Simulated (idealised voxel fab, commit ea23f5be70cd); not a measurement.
The following process module bears the name voxel released beams.
Cross-section cut spans 225 nm and uses square cells 5 nm in size.
In what follows, cross-sections appear as grids of square cells, described through bands that run from the top down, where every band is one or more rows of cells.
Heads up on the band format: heights come first, top then bottom, in nm. After that it's the materials left to right, each with its width in nm. A single material flagged "full width" fills the whole band edge to edge, and "air" means there's empty space there.
Height datum 0, below which the as-received substrate wafer is one material. Lowest band open at the bottom, running downward: "z 0 and below".
A width given as "30 to 40" starts at the first number in the band's top row and ends at the second number in its bottom row, shifting by an equal amount at every step from row to row.
"nothing different" (step): cross-section cells unchanged, all of them.
Look at "Unvented cavities" for the closed voids: empty spaces with no open path to the top, sized 8 cells or up. Each is width x height at distance, distance from the left edge, all nm.
The remark found on a step's line after its settings is issued by the simulator itself and pertains to that step.
"overlay nm" on a masked step: distance the mask lay right of its planned place, negative for left.
Process steps (planned)
| 1 | op RECEIVE | material Si |
| 2 | op CONFORMAL_DEP | material Al2O3 | thk nm 5 |
| 3 | op DIRECTIONAL_DEP | material SiO2 | thk nm 15 |
| 4 | op DIRECTIONAL_DEP | material aC | thk nm 10 |
| 5 | op PATTERN | tone open | mask id ANCHOR | material resist | width nm 30 | thk nm 25 | overlay nm 0 |
| 6 | op DIRECTIONAL_ETCH | etch materials aC | depth nm 10 |
| 7 | op STRIP | etch materials resist |
| 8 | op DIRECTIONAL_ETCH | etch materials SiO2 | depth nm 15 |
| 9 | op STRIP | etch materials aC |
| 10 | op CONFORMAL_DEP | material W | thk nm 10 |
| 11 | op DIRECTIONAL_DEP | material aC | thk nm 15 |
| 12 | op PATTERN | tone cover | mask id BEAM | material resist | width nm 95 | thk nm 30 | overlay nm 0 |
| 13 | op DIRECTIONAL_ETCH | etch materials aC | depth nm 15 |
| 14 | op STRIP | etch materials resist |
| 15 | op DIRECTIONAL_ETCH | etch materials W | depth nm 10 |
| 16 | op STRIP | etch materials aC |
| 17 | op STRIP | etch materials SiO2 |
The following pertains to the first of two wafers, which was processed as planned
Cross-section of the wafer as it came to us, i.e., already through step 1
z 0 and below = Si full width
Unvented cavities: none
Take a look at the wafer's cross-section after step 2
z 5 to 0 = Al2O3 full width
Everything under 0 stays put, no change at all.
Take a look at the wafer's cross-section after step 3
z 20 to 5 = SiO2 full width
Everything under 5 stays put, no change at all.
Take a look at the wafer's cross-section after step 4
z 30 to 20 = aC full width
Everything under 20 stays put, no change at all.
Take a look at the wafer's cross-section after step 5
z 55 to 30 = resist 65; air 30; resist 130
Everything under 30 stays put, no change at all.
Take a look at the wafer's cross-section after step 6
z 45 to 30 = resist 65; air 30; resist 130
z 30 to 20 = aC 65; air 30; aC 130
Everything under 20 stays put, no change at all.
Take a look at the wafer's cross-section after step 7
z 30 to 20 = aC 65; air 30; aC 130
Everything under 20 stays put, no change at all.
Take a look at the wafer's cross-section after step 8
z 30 to 20 = aC 65; air 30; aC 130
z 20 to 5 = SiO2 65; air 30; SiO2 130
Everything under 5 stays put, no change at all.
Take a look at the wafer's cross-section after step 9
z 20 to 5 = SiO2 65; air 30; SiO2 130
Everything under 5 stays put, no change at all.
Take a look at the wafer's cross-section after step 10
z 30 to 20 = W 75; air 10; W 140
z 20 to 15 = SiO2 65; W 10; air 10; W 10; SiO2 130
z 15 to 5 = SiO2 65; W 30; SiO2 130
Everything under 5 stays put, no change at all.
Take a look at the wafer's cross-section after step 11
z 45 to 30 = aC 75; air 10; aC 140
z 30 to 20 = W 75; aC 10; W 140
z 20 to 15 = SiO2 65; W 10; aC 10; W 10; SiO2 130
Everything under 15 stays put, no change at all.
Take a look at the wafer's cross-section after step 12
z 75 to 45 = air 60; resist 95; air 70
z 45 to 30 = aC 75; resist 10; aC 140
Everything under 30 stays put, no change at all.
Take a look at the wafer's cross-section after step 13
z 60 to 45 = air 60; resist 95; air 70
z 45 to 30 = air 60; aC 15; resist 10; aC 70; air 70
Everything under 30 stays put, no change at all.
Take a look at the wafer's cross-section after step 14
z 45 to 30 = air 60; aC 15; air 10; aC 70; air 70
Everything under 30 stays put, no change at all.
Take a look at the wafer's cross-section after step 15
z 45 to 30 = air 60; aC 15; air 10; aC 70; air 70
z 30 to 20 = air 60; W 15; aC 10; W 70; air 70
Everything under 20 stays put, no change at all.
Take a look at the wafer's cross-section after step 16
z 30 to 20 = air 60; W 15; air 10; W 70; air 70
z 20 to 15 = SiO2 65; W 10; air 10; W 10; SiO2 130
Everything under 15 stays put, no change at all.
Take a look at the wafer's cross-section after step 17
z 30 to 20 = air 60; W 15; air 10; W 70; air 70
z 20 to 15 = air 65; W 10; air 10; W 10; air 130
z 15 to 5 = air 65; W 30; air 130
Everything under 5 stays put, no change at all.
Okay, second wafer. Nothing different at the start, nothing different in the plan, just one mistake somewhere in the running. As far as step 11, counting that step, it's the first wafer all over again
Second wafer shown in cross-section at the time step 12 was slated to end
z 75 to 45 = air 60; resist 100; air 65
z 45 to 30 = aC 75; resist 10; aC 140
Everything under 30 stays put, no change at all.
Second wafer shown in cross-section at the time step 13 was slated to end
z 60 to 45 = air 60; resist 100; air 65
z 45 to 30 = air 60; aC 15; resist 10; aC 75; air 65
Everything under 30 stays put, no change at all.
Second wafer shown in cross-section at the time step 14 was slated to end
z 45 to 30 = air 60; aC 15; air 10; aC 75; air 65
Everything under 30 stays put, no change at all.
Second wafer shown in cross-section at the time step 15 was slated to end
z 45 to 30 = air 60; aC 15; air 10; aC 75; air 65
z 30 to 20 = air 60; W 15; aC 10; W 75; air 65
Everything under 20 stays put, no change at all.
Second wafer shown in cross-section at the time step 16 was slated to end
z 30 to 20 = air 60; W 15; air 10; W 75; air 65
z 20 to 15 = SiO2 65; W 10; air 10; W 10; SiO2 130
Everything under 15 stays put, no change at all.
Second wafer shown in cross-section at the time step 17 was slated to end
z 30 to 20 = air 60; W 15; air 10; W 75; air 65
z 20 to 15 = air 65; W 10; air 10; W 10; air 130
z 15 to 5 = air 65; W 30; air 130
Everything under 5 stays put, no change at all.
Error vs. plan: for step 12, the planned setting was not used; the step was instead run as op PATTERN | tone cover | mask id BEAM | material resist | width nm 100 | thk nm 30 | overlay nm 0
Counted in cells at the end, the second wafer holds more or fewer of these materials than the first: W +2
